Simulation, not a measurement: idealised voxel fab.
process module | voxel transistor to metal
cross-section cut | 290 nm wide | cells 5 nm
A cross-section is a grid of square cells, given in bands from the top down. A band is one or more rows of cells.
Each band's line starts with the height of the band's top and of its bottom, in nm. Then come its materials from left to right, each with its width in nm. One material with "throughout" fills the band from edge to edge. "air" is empty space.
Height 0 is the level under which the wafer as received is all one material. The lowest band goes on downwards, as in "0 down".
A width such as "30 to 40" changes by the same amount from each row of cells to the next, from the band's top row to its bottom row.
"no change" after a step means that no cell of the cross-section changed.
closed voids: empty space of 8 cells or more with no open way to the top, each as width x height at its distance from the left edge, in nm
after a step's settings: what the simulator itself notes on the step
overlay nm, on a step with a mask: how far to the right of its planned place the mask lay; to the left if negative
Each pair below shows a cross-section before one step and the cross-section after it, down to the lowest band that changed. The line under each pair gives the step between them, with its settings. The pairs can come from different runs of this module on the same starting wafer, so a pair continues from the pair above only where its "before" says so.
before
  0 down: Si throughout
  closed voids: none
after
  0 to -5: SiO2 throughout
  below -5: unchanged
  closed voids: none
the step between: op OXIDIZE | depth nm 5
before: the cross-section after the pair above
after
  10 to 0: SiN throughout
  below 0: unchanged
  closed voids: none
the step between: op CONFORMAL_DEP | material SiN | thk nm 10
before: the cross-section after the pair above
after
  30 to 10: air 30 | resist 100 | air 25 | resist 100 | air 35
  below 10: unchanged
  closed voids: none
the step between: op PATTERN | tone cover | mask id ACTIVE | material resist | width nm 100 | pitch nm 125 | thk nm 20 | overlay nm 0
before: the cross-section after the pair above
after
  30 to 10: air 30 | resist 100 | air 25 | resist 100 | air 35
  10 to 0: air 30 | SiN 100 | air 25 | SiN 100 | air 35
  below 0: unchanged
  closed voids: none
the step between: op DIRECTIONAL_ETCH | etch materials SiN | depth nm 10
before: the cross-section after the pair above
after
  30 to 10: air 30 | resist 100 | air 25 | resist 100 | air 35
  10 to 0: air 30 | SiN 100 | air 25 | SiN 100 | air 35
  0 to -5: air 30 | SiO2 100 | air 25 | SiO2 100 | air 35
  below -5: unchanged
  closed voids: none
the step between: op DIRECTIONAL_ETCH | etch materials SiO2 | depth nm 5
before: the cross-section after the pair above
after
  30 to 10: air 30 | resist 100 | air 25 | resist 100 | air 35
  10 to 0: air 30 | SiN 100 | air 25 | SiN 100 | air 35
  0 to -5: air 30 | SiO2 100 | air 25 | SiO2 100 | air 35
  -5 to -25: air 30 | Si 100 | air 25 | Si 100 | air 35
  below -25: unchanged
  closed voids: none
the step between: op DIRECTIONAL_ETCH | etch materials Si | depth nm 20
before: the cross-section after the pair above
after
  10 to 0: air 30 | SiN 100 | air 25 | SiN 100 | air 35
  below 0: unchanged
  closed voids: none
the step between: op STRIP | etch materials resist
before: the cross-section after the pair above
after
  25 to 10: SiO2 throughout
  10 to 0: SiO2 30 | SiN 100 | SiO2 25 | SiN 100 | SiO2 35
  0 to -5: SiO2 throughout
  -5 to -25: SiO2 30 | Si 100 | SiO2 25 | Si 100 | SiO2 35
  below -25: unchanged
  closed voids: none
the step between: op FILL_DEP | material SiO2 | thk nm 15
before: the cross-section after the pair above
after
  10 to 0: SiO2 30 | SiN 100 | SiO2 25 | SiN 100 | SiO2 35
  below 0: unchanged
  closed voids: none
the step between: op CMP | height nm 10
before: the cross-section after the pair above
after
  10 to 0: air 30 | SiN 100 | air 25 | SiN 100 | air 35
  below 0: unchanged
  closed voids: none
the step between: op SELECTIVE_ETCH | etch materials SiO2 | depth nm 10
before: the cross-section after the pair above
after
  0 to -5: SiO2 throughout
  below -5: unchanged
  closed voids: none
the step between: op STRIP | etch materials SiN
before: the cross-section after the pair above
after
  -5 to -25: SiO2 30 | Si 100 | SiO2 25 | Si 100 | SiO2 35
  below -25: unchanged
  closed voids: none
the step between: op SELECTIVE_ETCH | etch materials SiO2 | depth nm 5
before: the cross-section after the pair above
after
  -5 to -10: SiO2 throughout
  below -10: unchanged
  closed voids: none
the step between: op OXIDIZE | depth nm 5
before: the cross-section after the pair above
after
  20 to -5: polySi throughout
  below -5: unchanged
  closed voids: none
the step between: op DIRECTIONAL_DEP | material polySi | thk nm 25
before: the cross-section after the pair above
after
  30 to 20: SiCN throughout
  below 20: unchanged
  closed voids: none
the step between: op DIRECTIONAL_DEP | material SiCN | thk nm 10
before: the cross-section after the pair above
after
  45 to 30: aC throughout
  below 30: unchanged
  closed voids: none
the step between: op DIRECTIONAL_DEP | material aC | thk nm 15
before: the cross-section after the pair above
after
  80 to 45: air 70 | resist 20 | air 105 | resist 20 | air 75
  below 45: unchanged
  closed voids: none
the step between: op PATTERN | tone cover | mask id GATE | material resist | width nm 20 | pitch nm 125 | thk nm 35 | overlay nm 0
before: the cross-section after the pair above
after
  65 to 45: air 70 | resist 20 | air 105 | resist 20 | air 75
  45 to 30: air 70 | aC 20 | air 105 | aC 20 | air 75
  below 30: unchanged
  closed voids: none
the step between: op DIRECTIONAL_ETCH | etch materials aC | depth nm 15
before: the cross-section after the pair above
after
  45 to 30: air 70 | aC 20 | air 105 | aC 20 | air 75
  below 30: unchanged
  closed voids: none
the step between: op STRIP | etch materials resist
before: the cross-section after the pair above
after
  45 to 30: air 70 | aC 20 | air 105 | aC 20 | air 75
  30 to 20: air 70 | SiCN 20 | air 105 | SiCN 20 | air 75
  below 20: unchanged
  closed voids: none
the step between: op DIRECTIONAL_ETCH | etch materials SiCN | depth nm 20
before: the cross-section after the pair above
after
  45 to 30: air 70 | aC 20 | air 105 | aC 20 | air 75
  30 to 20: air 70 | SiCN 20 | air 105 | SiCN 20 | air 75
  20 to -5: air 70 | polySi 20 | air 105 | polySi 20 | air 75
  below -5: unchanged
  closed voids: none
the step between: op DIRECTIONAL_ETCH | etch materials polySi | depth nm 35
before: the cross-section after the pair above
after
  30 to 20: air 70 | SiCN 20 | air 105 | SiCN 20 | air 75
  below 20: unchanged
  closed voids: none
the step between: op STRIP | etch materials aC
before: the cross-section after the pair above
after
  40 to 30: air 60 | SiN 40 | air 85 | SiN 40 | air 65
  30 to 20: air 60 | SiN 10 | SiCN 20 | SiN 10 | air 85 | SiN 10 | SiCN 20 | SiN 10 | air 65
  20 to 5: air 60 | SiN 10 | polySi 20 | SiN 10 | air 85 | SiN 10 | polySi 20 | SiN 10 | air 65
  5 to -5: SiN 70 | polySi 20 | SiN 105 | polySi 20 | SiN 75
  below -5: unchanged
  closed voids: none
the step between: op CONFORMAL_DEP | material SiN | thk nm 10
before: the cross-section after the pair above
after
  30 to 20: air 60 | SiN 10 | SiCN 20 | SiN 10 | air 85 | SiN 10 | SiCN 20 | SiN 10 | air 65
  20 to -5: air 60 | SiN 10 | polySi 20 | SiN 10 | air 85 | SiN 10 | polySi 20 | SiN 10 | air 65
  below -5: unchanged
  closed voids: none
the step between: op DIRECTIONAL_ETCH | etch materials SiN | depth nm 10
before: the cross-section after the pair above
after
  30 to 20: air 60 | SiN 10 | SiCN 20 | SiN 10 | air 85 | SiN 10 | SiCN 20 | SiN 10 | air 65
  20 to -5: air 60 | SiN 10 | polySi 20 | SiN 10 | air 85 | SiN 10 | polySi 20 | SiN 10 | air 65
  -5 to -10: air 60 | SiO2 40 | air 85 | SiO2 40 | air 65
  below -10: unchanged
  closed voids: none
the step between: op DIRECTIONAL_ETCH | etch materials SiO2 | depth nm 5
before: the cross-section after the pair above
after
  30 to 20: air 60 | SiN 10 | SiCN 20 | SiN 10 | air 85 | SiN 10 | SiCN 20 | SiN 10 | air 65
  20 to -5: air 60 | SiN 10 | polySi 20 | SiN 10 | air 85 | SiN 10 | polySi 20 | SiN 10 | air 65
  -5 to -10: air 25 | SiGe 35 | SiO2 40 | SiGe 35 | air 15 | SiGe 35 | SiO2 40 | SiGe 35 | air 30
  below -10: unchanged
  closed voids: none
the step between: op EPI | material SiGe | thk nm 5
before: the cross-section after the pair above
after
  35 to 30: SiO2 throughout
  30 to 20: SiO2 60 | SiN 10 | SiCN 20 | SiN 10 | SiO2 85 | SiN 10 | SiCN 20 | SiN 10 | SiO2 65
  20 to -5: SiO2 60 | SiN 10 | polySi 20 | SiN 10 | SiO2 85 | SiN 10 | polySi 20 | SiN 10 | SiO2 65
  -5 to -10: SiO2 25 | SiGe 35 | SiO2 40 | SiGe 35 | SiO2 15 | SiGe 35 | SiO2 40 | SiGe 35 | SiO2 30
  below -10: unchanged
  closed voids: none
the step between: op FILL_DEP | material SiO2 | thk nm 5
before: the cross-section after the pair above
after
  30 to 20: SiO2 60 | SiN 10 | SiCN 20 | SiN 10 | SiO2 85 | SiN 10 | SiCN 20 | SiN 10 | SiO2 65
  below 20: unchanged
  closed voids: none
the step between: op CMP | height nm 30
before: the cross-section after the pair above
after
  45 to 30: SiO2 throughout
  below 30: unchanged
  closed voids: none
the step between: op DIRECTIONAL_DEP | material SiO2 | thk nm 15
before: the cross-section after the pair above
after
  60 to 45: resist 40 | air 25 | resist 30 | air 25 | resist 45 | air 25 | resist 30 | air 25 | resist 45
  below 45: unchanged
  closed voids: none
the step between: op PATTERN | tone open | mask id CONTACT | material resist | width nm 25 | thk nm 15 | overlay nm 0
before: the cross-section after the pair above
after
  60 to 45: resist 40 | air 25 | resist 30 | air 25 | resist 45 | air 25 | resist 30 | air 25 | resist 45
  45 to 30: SiO2 40 | air 25 | SiO2 30 | air 25 | SiO2 45 | air 25 | SiO2 30 | air 25 | SiO2 45
  30 to 20: SiO2 40 | air 20 | SiN 10 | SiCN 20 | SiN 10 | air 20 | SiO2 45 | air 20 | SiN 10 | SiCN 20 | SiN 10 | air 20 | SiO2 45
  20 to -5: SiO2 40 | air 20 | SiN 10 | polySi 20 | SiN 10 | air 20 | SiO2 45 | air 20 | SiN 10 | polySi 20 | SiN 10 | air 20 | SiO2 45
  below -5: unchanged
  closed voids: none
the step between: op DIRECTIONAL_ETCH | etch materials SiO2 | depth nm 50
before: the cross-section after the pair above
after
  45 to 30: SiO2 40 | air 25 | SiO2 30 | air 25 | SiO2 45 | air 25 | SiO2 30 | air 25 | SiO2 45
  below 30: unchanged
  closed voids: none
the step between: op STRIP | etch materials resist
before: the cross-section after the pair above
after
  50 to 45: TiN 45 | air 15 | TiN 40 | air 15 | TiN 55 | air 15 | TiN 40 | air 15 | TiN 50
  45 to 35: SiO2 40 | TiN 5 | air 15 | TiN 5 | SiO2 30 | TiN 5 | air 15 | TiN 5 | SiO2 45 | TiN 5 | air 15 | TiN 5 | SiO2 30 | TiN 5 | air 15 | TiN 5 | SiO2 45
  35 to 30: SiO2 40 | TiN 5 | air 10 | TiN 10 | SiO2 30 | TiN 10 | air 10 | TiN 5 | SiO2 45 | TiN 5 | air 10 | TiN 10 | SiO2 30 | TiN 10 | air 10 | TiN 5 | SiO2 45
  30 to 20: SiO2 40 | TiN 5 | air 10 | TiN 5 | SiN 10 | SiCN 20 | SiN 10 | TiN 5 | air 10 | TiN 5 | SiO2 45 | TiN 5 | air 10 | TiN 5 | SiN 10 | SiCN 20 | SiN 10 | TiN 5 | air 10 | TiN 5 | SiO2 45
  20 to 0: SiO2 40 | TiN 5 | air 10 | TiN 5 | SiN 10 | polySi 20 | SiN 10 | TiN 5 | air 10 | TiN 5 | SiO2 45 | TiN 5 | air 10 | TiN 5 | SiN 10 | polySi 20 | SiN 10 | TiN 5 | air 10 | TiN 5 | SiO2 45
  0 to -5: SiO2 40 | TiN 20 | SiN 10 | polySi 20 | SiN 10 | TiN 20 | SiO2 45 | TiN 20 | SiN 10 | polySi 20 | SiN 10 | TiN 20 | SiO2 45
  below -5: unchanged
  closed voids: none
the step between: op CONFORMAL_DEP | material TiN | thk nm 5
before: the cross-section after the pair above
after
  60 to 50: W throughout
  50 to 45: TiN 45 | W 15 | TiN 40 | W 15 | TiN 55 | W 15 | TiN 40 | W 15 | TiN 50
  45 to 35: SiO2 40 | TiN 5 | W 15 | TiN 5 | SiO2 30 | TiN 5 | W 15 | TiN 5 | SiO2 45 | TiN 5 | W 15 | TiN 5 | SiO2 30 | TiN 5 | W 15 | TiN 5 | SiO2 45
  35 to 30: SiO2 40 | TiN 5 | W 10 | TiN 10 | SiO2 30 | TiN 10 | W 10 | TiN 5 | SiO2 45 | TiN 5 | W 10 | TiN 10 | SiO2 30 | TiN 10 | W 10 | TiN 5 | SiO2 45
  30 to 20: SiO2 40 | TiN 5 | W 10 | TiN 5 | SiN 10 | SiCN 20 | SiN 10 | TiN 5 | W 10 | TiN 5 | SiO2 45 | TiN 5 | W 10 | TiN 5 | SiN 10 | SiCN 20 | SiN 10 | TiN 5 | W 10 | TiN 5 | SiO2 45
  20 to 0: SiO2 40 | TiN 5 | W 10 | TiN 5 | SiN 10 | polySi 20 | SiN 10 | TiN 5 | W 10 | TiN 5 | SiO2 45 | TiN 5 | W 10 | TiN 5 | SiN 10 | polySi 20 | SiN 10 | TiN 5 | W 10 | TiN 5 | SiO2 45
  below 0: unchanged
  closed voids: none
the step between: op FILL_DEP | material W | thk nm 10
before: the cross-section after the pair above
after
  45 to 35: SiO2 40 | TiN 5 | W 15 | TiN 5 | SiO2 30 | TiN 5 | W 15 | TiN 5 | SiO2 45 | TiN 5 | W 15 | TiN 5 | SiO2 30 | TiN 5 | W 15 | TiN 5 | SiO2 45
  below 35: unchanged
  closed voids: none
the step between: op CMP | height nm 45
before: the cross-section after the pair above
after
  50 to 45: TiN throughout
  below 45: unchanged
  closed voids: none
the step between: op DIRECTIONAL_DEP | material TiN | thk nm 5
before: the cross-section after the pair above
after
  70 to 50: W throughout
  below 50: unchanged
  closed voids: none
the step between: op DIRECTIONAL_DEP | material W | thk nm 20
before: the cross-section after the pair above
after
  85 to 70: aC throughout
  below 70: unchanged
  closed voids: none
the step between: op DIRECTIONAL_DEP | material aC | thk nm 15
before: the cross-section after the pair above
after
  115 to 85: air 40 | resist 15 | air 50 | resist 15 | air 45 | resist 15 | air 50 | resist 15 | air 45
  below 85: unchanged
  closed voids: none
the step between: op PATTERN | tone cover | mask id METAL_1 | material resist | width nm 15 | thk nm 30 | overlay nm 0
before: the cross-section after the pair above
after
  100 to 85: air 40 | resist 15 | air 50 | resist 15 | air 45 | resist 15 | air 50 | resist 15 | air 45
  85 to 70: air 40 | aC 15 | air 50 | aC 15 | air 45 | aC 15 | air 50 | aC 15 | air 45
  below 70: unchanged
  closed voids: none
the step between: op DIRECTIONAL_ETCH | etch materials aC | depth nm 15
before: the cross-section after the pair above
after
  85 to 70: air 40 | aC 15 | air 50 | aC 15 | air 45 | aC 15 | air 50 | aC 15 | air 45
  below 70: unchanged
  closed voids: none
the step between: op STRIP | etch materials resist
before: the cross-section after the pair above
after
  85 to 70: air 40 | aC 15 | air 50 | aC 15 | air 45 | aC 15 | air 50 | aC 15 | air 45
  70 to 50: air 40 | W 15 | air 50 | W 15 | air 45 | W 15 | air 50 | W 15 | air 45
  below 50: unchanged
  closed voids: none
the step between: op DIRECTIONAL_ETCH | etch materials W | depth nm 20
before: the cross-section after the pair above
after
  85 to 70: air 40 | aC 15 | air 50 | aC 15 | air 45 | aC 15 | air 50 | aC 15 | air 45
  70 to 50: air 40 | W 15 | air 50 | W 15 | air 45 | W 15 | air 50 | W 15 | air 45
  50 to 45: air 40 | TiN 15 | air 50 | TiN 15 | air 45 | TiN 15 | air 50 | TiN 15 | air 45
  below 45: unchanged
  closed voids: none
the step between: op DIRECTIONAL_ETCH | etch materials TiN | depth nm 5
before: the cross-section after the pair above
after
  70 to 50: air 40 | W 15 | air 50 | W 15 | air 45 | W 15 | air 50 | W 15 | air 45
  below 50: unchanged
  closed voids: none
the step between: op STRIP | etch materials aC
before: the cross-section after the pair above
after
  75 to 70: air 35 | SiN 25 | air 40 | SiN 25 | air 35 | SiN 25 | air 40 | SiN 25 | air 40
  70 to 50: air 35 | SiN 5 | W 15 | SiN 5 | air 40 | SiN 5 | W 15 | SiN 5 | air 35 | SiN 5 | W 15 | SiN 5 | air 40 | SiN 5 | W 15 | SiN 5 | air 40
  50 to 45: SiN 40 | TiN 15 | SiN 50 | TiN 15 | SiN 45 | TiN 15 | SiN 50 | TiN 15 | SiN 45
  below 45: unchanged
  closed voids: none
the step between: op CONFORMAL_DEP | material SiN | thk nm 5
before: the cross-section after the pair above
after
  80 to 75: SiO2 throughout
  75 to 70: SiO2 35 | SiN 25 | SiO2 40 | SiN 25 | SiO2 35 | SiN 25 | SiO2 40 | SiN 25 | SiO2 40
  70 to 50: SiO2 35 | SiN 5 | W 15 | SiN 5 | SiO2 40 | SiN 5 | W 15 | SiN 5 | SiO2 35 | SiN 5 | W 15 | SiN 5 | SiO2 40 | SiN 5 | W 15 | SiN 5 | SiO2 40
  below 50: unchanged
  closed voids: none
the step between: op FILL_DEP | material SiO2 | thk nm 5
before: the cross-section after the pair above
after
  70 to 50: SiO2 35 | SiN 5 | W 15 | SiN 5 | SiO2 40 | SiN 5 | W 15 | SiN 5 | SiO2 35 | SiN 5 | W 15 | SiN 5 | SiO2 40 | SiN 5 | W 15 | SiN 5 | SiO2 40
  below 50: unchanged
  closed voids: none
the step between: op CMP | height nm 70
before: the cross-section after the pair above
after
  75 to 70: SiN throughout
  below 70: unchanged
  closed voids: none
the step between: op CONFORMAL_DEP | material SiN | thk nm 5
before
  60 to 50: W throughout
  50 to 45: TiN 45 | W 15 | TiN 40 | W 15 | TiN 55 | W 15 | TiN 40 | W 15 | TiN 50
  45 to 35: SiO2 40 | TiN 5 | W 15 | TiN 5 | SiO2 30 | TiN 5 | W 15 | TiN 5 | SiO2 45 | TiN 5 | W 15 | TiN 5 | SiO2 30 | TiN 5 | W 15 | TiN 5 | SiO2 45
  35 to 30: SiO2 40 | TiN 5 | W 10 | TiN 10 | SiO2 30 | TiN 10 | W 10 | TiN 5 | SiO2 45 | TiN 5 | W 10 | TiN 10 | SiO2 30 | TiN 10 | W 10 | TiN 5 | SiO2 45
  30 to 20: SiO2 40 | TiN 5 | W 10 | TiN 5 | SiN 10 | SiCN 20 | SiN 10 | TiN 5 | W 10 | TiN 5 | SiO2 45 | TiN 5 | W 10 | TiN 5 | SiN 10 | SiCN 20 | SiN 10 | TiN 5 | W 10 | TiN 5 | SiO2 45
  20 to 0: SiO2 40 | TiN 5 | W 10 | TiN 5 | SiN 10 | polySi 20 | SiN 10 | TiN 5 | W 10 | TiN 5 | SiO2 45 | TiN 5 | W 10 | TiN 5 | SiN 10 | polySi 20 | SiN 10 | TiN 5 | W 10 | TiN 5 | SiO2 45
  0 to -5: SiO2 40 | TiN 20 | SiN 10 | polySi 20 | SiN 10 | TiN 20 | SiO2 45 | TiN 20 | SiN 10 | polySi 20 | SiN 10 | TiN 20 | SiO2 45
  -5 to -10: SiO2 25 | SiGe 35 | SiO2 40 | SiGe 35 | SiO2 15 | SiGe 35 | SiO2 40 | SiGe 35 | SiO2 30
  -10 to -25: SiO2 30 | Si 100 | SiO2 25 | Si 100 | SiO2 35
  -25 down: Si throughout
  closed voids: none
after
  65 to 60: TiN throughout
  below 60: unchanged
  closed voids: none
the step between: op DIRECTIONAL_DEP | material TiN | thk nm 5
before: the cross-section after the pair above
after
  85 to 65: W throughout
  below 65: unchanged
  closed voids: none
the step between: op DIRECTIONAL_DEP | material W | thk nm 20
before: the cross-section after the pair above
after
  100 to 85: aC throughout
  below 85: unchanged
  closed voids: none
the step between: op DIRECTIONAL_DEP | material aC | thk nm 15
before: the cross-section after the pair above
after
  130 to 100: air 40 | resist 15 | air 50 | resist 15 | air 45 | resist 15 | air 50 | resist 15 | air 45
  below 100: unchanged
  closed voids: none
the step between: op PATTERN | tone cover | mask id METAL_1 | material resist | width nm 15 | thk nm 30 | overlay nm 0
before: the cross-section after the pair above
after
  115 to 100: air 40 | resist 15 | air 50 | resist 15 | air 45 | resist 15 | air 50 | resist 15 | air 45
  100 to 85: air 40 | aC 15 | air 50 | aC 15 | air 45 | aC 15 | air 50 | aC 15 | air 45
  below 85: unchanged
  closed voids: none
the step between: op DIRECTIONAL_ETCH | etch materials aC | depth nm 15
before: the cross-section after the pair above
after
  100 to 85: air 40 | aC 15 | air 50 | aC 15 | air 45 | aC 15 | air 50 | aC 15 | air 45
  below 85: unchanged
  closed voids: none
the step between: op STRIP | etch materials resist
before: the cross-section after the pair above
after
  100 to 85: air 40 | aC 15 | air 50 | aC 15 | air 45 | aC 15 | air 50 | aC 15 | air 45
  85 to 65: air 40 | W 15 | air 50 | W 15 | air 45 | W 15 | air 50 | W 15 | air 45
  below 65: unchanged
  closed voids: none
the step between: op DIRECTIONAL_ETCH | etch materials W | depth nm 20
before: the cross-section after the pair above
after
  100 to 85: air 40 | aC 15 | air 50 | aC 15 | air 45 | aC 15 | air 50 | aC 15 | air 45
  85 to 65: air 40 | W 15 | air 50 | W 15 | air 45 | W 15 | air 50 | W 15 | air 45
  65 to 60: air 40 | TiN 15 | air 50 | TiN 15 | air 45 | TiN 15 | air 50 | TiN 15 | air 45
  below 60: unchanged
  closed voids: none
the step between: op DIRECTIONAL_ETCH | etch materials TiN | depth nm 5
before: the cross-section after the pair above
after
  85 to 65: air 40 | W 15 | air 50 | W 15 | air 45 | W 15 | air 50 | W 15 | air 45
  below 65: unchanged
  closed voids: none
the step between: op STRIP | etch materials aC
before: the cross-section after the pair above
after
  90 to 85: air 35 | SiN 25 | air 40 | SiN 25 | air 35 | SiN 25 | air 40 | SiN 25 | air 40
  85 to 65: air 35 | SiN 5 | W 15 | SiN 5 | air 40 | SiN 5 | W 15 | SiN 5 | air 35 | SiN 5 | W 15 | SiN 5 | air 40 | SiN 5 | W 15 | SiN 5 | air 40
  65 to 60: SiN 40 | TiN 15 | SiN 50 | TiN 15 | SiN 45 | TiN 15 | SiN 50 | TiN 15 | SiN 45
  below 60: unchanged
  closed voids: none
the step between: op CONFORMAL_DEP | material SiN | thk nm 5
before: the cross-section after the pair above
after
  95 to 90: SiO2 throughout
  90 to 85: SiO2 35 | SiN 25 | SiO2 40 | SiN 25 | SiO2 35 | SiN 25 | SiO2 40 | SiN 25 | SiO2 40
  85 to 65: SiO2 35 | SiN 5 | W 15 | SiN 5 | SiO2 40 | SiN 5 | W 15 | SiN 5 | SiO2 35 | SiN 5 | W 15 | SiN 5 | SiO2 40 | SiN 5 | W 15 | SiN 5 | SiO2 40
  below 65: unchanged
  closed voids: none
the step between: op FILL_DEP | material SiO2 | thk nm 5
before: the cross-section after the pair above
after
  70 to 65: SiO2 35 | SiN 5 | W 15 | SiN 5 | SiO2 40 | SiN 5 | W 15 | SiN 5 | SiO2 35 | SiN 5 | W 15 | SiN 5 | SiO2 40 | SiN 5 | W 15 | SiN 5 | SiO2 40
  below 65: unchanged
  closed voids: none
the step between: op CMP | height nm 70
before: the cross-section after the pair above
after
  75 to 70: SiN throughout
  below 70: unchanged
  closed voids: none
the step between: op CONFORMAL_DEP | material SiN | thk nm 5
before
  45 to 30: SiO2 throughout
  30 to 20: SiO2 60 | SiN 10 | SiCN 20 | SiN 10 | SiO2 85 | SiN 10 | SiCN 20 | SiN 10 | SiO2 65
  20 to -5: SiO2 60 | SiN 10 | polySi 20 | SiN 10 | SiO2 85 | SiN 10 | polySi 20 | SiN 10 | SiO2 65
  -5 to -10: SiO2 25 | SiGe 35 | SiO2 40 | SiGe 35 | SiO2 15 | SiGe 35 | SiO2 40 | SiGe 35 | SiO2 30
  -10 to -25: SiO2 30 | Si 100 | SiO2 25 | Si 100 | SiO2 35
  -25 down: Si throughout
  closed voids: none
after
  60 to 30: SiO2 throughout
  below 30: unchanged
  closed voids: none
the step between: op DIRECTIONAL_DEP | material SiO2 | thk nm 15
before: the cross-section after the pair above
after
  75 to 60: resist 40 | air 25 | resist 30 | air 25 | resist 45 | air 25 | resist 30 | air 25 | resist 45
  below 60: unchanged
  closed voids: none
the step between: op PATTERN | tone open | mask id CONTACT | material resist | width nm 25 | thk nm 15 | overlay nm 0
before: the cross-section after the pair above
after
  75 to 60: resist 40 | air 25 | resist 30 | air 25 | resist 45 | air 25 | resist 30 | air 25 | resist 45
  60 to 30: SiO2 40 | air 25 | SiO2 30 | air 25 | SiO2 45 | air 25 | SiO2 30 | air 25 | SiO2 45
  30 to 20: SiO2 40 | air 20 | SiN 10 | SiCN 20 | SiN 10 | air 20 | SiO2 45 | air 20 | SiN 10 | SiCN 20 | SiN 10 | air 20 | SiO2 45
  20 to 10: SiO2 40 | air 20 | SiN 10 | polySi 20 | SiN 10 | air 20 | SiO2 45 | air 20 | SiN 10 | polySi 20 | SiN 10 | air 20 | SiO2 45
  below 10: unchanged
  closed voids: none
the step between: op DIRECTIONAL_ETCH | etch materials SiO2 | depth nm 50
before: the cross-section after the pair above
after
  60 to 30: SiO2 40 | air 25 | SiO2 30 | air 25 | SiO2 45 | air 25 | SiO2 30 | air 25 | SiO2 45
  below 30: unchanged
  closed voids: none
the step between: op STRIP | etch materials resist
before: the cross-section after the pair above
after
  65 to 60: TiN 45 | air 15 | TiN 40 | air 15 | TiN 55 | air 15 | TiN 40 | air 15 | TiN 50
  60 to 35: SiO2 40 | TiN 5 | air 15 | TiN 5 | SiO2 30 | TiN 5 | air 15 | TiN 5 | SiO2 45 | TiN 5 | air 15 | TiN 5 | SiO2 30 | TiN 5 | air 15 | TiN 5 | SiO2 45
  35 to 30: SiO2 40 | TiN 5 | air 10 | TiN 10 | SiO2 30 | TiN 10 | air 10 | TiN 5 | SiO2 45 | TiN 5 | air 10 | TiN 10 | SiO2 30 | TiN 10 | air 10 | TiN 5 | SiO2 45
  30 to 20: SiO2 40 | TiN 5 | air 10 | TiN 5 | SiN 10 | SiCN 20 | SiN 10 | TiN 5 | air 10 | TiN 5 | SiO2 45 | TiN 5 | air 10 | TiN 5 | SiN 10 | SiCN 20 | SiN 10 | TiN 5 | air 10 | TiN 5 | SiO2 45
  20 to 15: SiO2 40 | TiN 5 | air 10 | TiN 5 | SiN 10 | polySi 20 | SiN 10 | TiN 5 | air 10 | TiN 5 | SiO2 45 | TiN 5 | air 10 | TiN 5 | SiN 10 | polySi 20 | SiN 10 | TiN 5 | air 10 | TiN 5 | SiO2 45
  15 to 10: SiO2 40 | TiN 20 | SiN 10 | polySi 20 | SiN 10 | TiN 20 | SiO2 45 | TiN 20 | SiN 10 | polySi 20 | SiN 10 | TiN 20 | SiO2 45
  below 10: unchanged
  closed voids: none
the step between: op CONFORMAL_DEP | material TiN | thk nm 5
before: the cross-section after the pair above
after
  75 to 65: W throughout
  65 to 60: TiN 45 | W 15 | TiN 40 | W 15 | TiN 55 | W 15 | TiN 40 | W 15 | TiN 50
  60 to 35: SiO2 40 | TiN 5 | W 15 | TiN 5 | SiO2 30 | TiN 5 | W 15 | TiN 5 | SiO2 45 | TiN 5 | W 15 | TiN 5 | SiO2 30 | TiN 5 | W 15 | TiN 5 | SiO2 45
  35 to 30: SiO2 40 | TiN 5 | W 10 | TiN 10 | SiO2 30 | TiN 10 | W 10 | TiN 5 | SiO2 45 | TiN 5 | W 10 | TiN 10 | SiO2 30 | TiN 10 | W 10 | TiN 5 | SiO2 45
  30 to 20: SiO2 40 | TiN 5 | W 10 | TiN 5 | SiN 10 | SiCN 20 | SiN 10 | TiN 5 | W 10 | TiN 5 | SiO2 45 | TiN 5 | W 10 | TiN 5 | SiN 10 | SiCN 20 | SiN 10 | TiN 5 | W 10 | TiN 5 | SiO2 45
  20 to 15: SiO2 40 | TiN 5 | W 10 | TiN 5 | SiN 10 | polySi 20 | SiN 10 | TiN 5 | W 10 | TiN 5 | SiO2 45 | TiN 5 | W 10 | TiN 5 | SiN 10 | polySi 20 | SiN 10 | TiN 5 | W 10 | TiN 5 | SiO2 45
  below 15: unchanged
  closed voids: none
the step between: op FILL_DEP | material W | thk nm 10
before: the cross-section after the pair above
after
  45 to 35: SiO2 40 | TiN 5 | W 15 | TiN 5 | SiO2 30 | TiN 5 | W 15 | TiN 5 | SiO2 45 | TiN 5 | W 15 | TiN 5 | SiO2 30 | TiN 5 | W 15 | TiN 5 | SiO2 45
  below 35: unchanged
  closed voids: none
the step between: op CMP | height nm 45
before: the cross-section after the pair above
after
  50 to 45: TiN throughout
  below 45: unchanged
  closed voids: none
the step between: op DIRECTIONAL_DEP | material TiN | thk nm 5
before: the cross-section after the pair above
after
  70 to 50: W throughout
  below 50: unchanged
  closed voids: none
the step between: op DIRECTIONAL_DEP | material W | thk nm 20
before: the cross-section after the pair above
after
  85 to 70: aC throughout
  below 70: unchanged
  closed voids: none
the step between: op DIRECTIONAL_DEP | material aC | thk nm 15
before: the cross-section after the pair above
after
  115 to 85: air 40 | resist 15 | air 50 | resist 15 | air 45 | resist 15 | air 50 | resist 15 | air 45
  below 85: unchanged
  closed voids: none
the step between: op PATTERN | tone cover | mask id METAL_1 | material resist | width nm 15 | thk nm 30 | overlay nm 0
before: the cross-section after the pair above
after
  100 to 85: air 40 | resist 15 | air 50 | resist 15 | air 45 | resist 15 | air 50 | resist 15 | air 45
  85 to 70: air 40 | aC 15 | air 50 | aC 15 | air 45 | aC 15 | air 50 | aC 15 | air 45
  below 70: unchanged
  closed voids: none
the step between: op DIRECTIONAL_ETCH | etch materials aC | depth nm 15
before: the cross-section after the pair above
after
  85 to 70: air 40 | aC 15 | air 50 | aC 15 | air 45 | aC 15 | air 50 | aC 15 | air 45
  below 70: unchanged
  closed voids: none
the step between: op STRIP | etch materials resist
before: the cross-section after the pair above
after
  85 to 70: air 40 | aC 15 | air 50 | aC 15 | air 45 | aC 15 | air 50 | aC 15 | air 45
  70 to 50: air 40 | W 15 | air 50 | W 15 | air 45 | W 15 | air 50 | W 15 | air 45
  below 50: unchanged
  closed voids: none
the step between: op DIRECTIONAL_ETCH | etch materials W | depth nm 20
before: the cross-section after the pair above
after
  85 to 70: air 40 | aC 15 | air 50 | aC 15 | air 45 | aC 15 | air 50 | aC 15 | air 45
  70 to 50: air 40 | W 15 | air 50 | W 15 | air 45 | W 15 | air 50 | W 15 | air 45
  50 to 45: air 40 | TiN 15 | air 50 | TiN 15 | air 45 | TiN 15 | air 50 | TiN 15 | air 45
  below 45: unchanged
  closed voids: none
the step between: op DIRECTIONAL_ETCH | etch materials TiN | depth nm 5
before: the cross-section after the pair above
after
  70 to 50: air 40 | W 15 | air 50 | W 15 | air 45 | W 15 | air 50 | W 15 | air 45
  below 50: unchanged
  closed voids: none
the step between: op STRIP | etch materials aC
